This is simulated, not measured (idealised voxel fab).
The following is a process module called voxel tone inversion.
cross-section cut | 210 nm wide | cells 5 nm
A cross-section in this document is a grid of square cells, and it is written down as bands, the top band listed before the ones below it; a band is made up of one or more rows of cells. Read a band's entry like this: the first values are the height of its top and the height of its bottom in nm, and what follows is the sequence of materials from left to right, each with its width in nm. Note that "blank" is empty space, and that a single material marked "full width" reaches across the band from edge to edge. A quick word on heights: they are counted from 0, and under that level the wafer as it came to us is one material throughout. The lowest band is different from the rest in having no bottom; it simply continues downward, written as in "0 down". When a width is written as two numbers, as in "30->40", the first number is the width in the top row of cells of the band and the second is the width in its bottom row, and the width changes by the same amount from each row to the next. For the purposes of this document, the phrase "remained unchanged" attached to a step denotes that no cell within the cross-section was modified by that step. For the entry "Enclosed internal voids", the listed items are empty spaces with no open way to the top whose size is 8 cells or more; each item follows the pattern width x height at distance, where distance is from the left edge and all three are in nm. Note: text after step settings on the step line = simulator remark on that step. Steps that use a mask can have "overlay nm" on their line. It says how far the mask sat to the right of where it was meant to be. Negative means to the left.
So here's the lineup of process steps we planned:
1,RECEIVE with material Si
2,CONFORMAL_DEP with material SiCN, thk nm 5
3,DIRECTIONAL_DEP with material aC, thk nm 25
4,PATTERN with tone cover, mask id POSTS, material resist, width nm 15, pitch nm 40, thk nm 30, overlay nm 0
5,DIRECTIONAL_ETCH with etch materials aC, depth nm 25
6,STRIP with etch materials resist
7,FILL_DEP with material lowk, thk nm 5
8,CMP with height nm 30
9,STRIP with etch materials aC
10,CONFORMAL_DEP with material TiN, thk nm 5
11,FILL_DEP with material Ru, thk nm 10
12,CMP with height nm 30
13,CONFORMAL_DEP with material SiCN, thk nm 5
The cross-section here shows the wafer as received, i.e. in its state after step 1:
> 0 down  Si full width
> Enclosed internal voids: none
What the wafer looks like in cross-section after this module, when it starts as shown above and follows the plan above but one mistake is made in running it:
> 35 to 30  SiCN full width
> 30 to 10  lowk: 75; TiN: 5; lowk: 5; TiN: 5; lowk: 25; TiN: 5; lowk: 5; TiN: 5; lowk: 80
> 10 to 5  lowk: 75; TiN: 15; lowk: 25; TiN: 15; lowk: 80
> 5 to 0  SiCN full width
> 0 down  Si full width
> Enclosed internal voids: none
Short version of what went wrong: step 11 was run on a setting that differed from the plan, and what really ran there is FILL_DEP with material lowk, thk nm 10
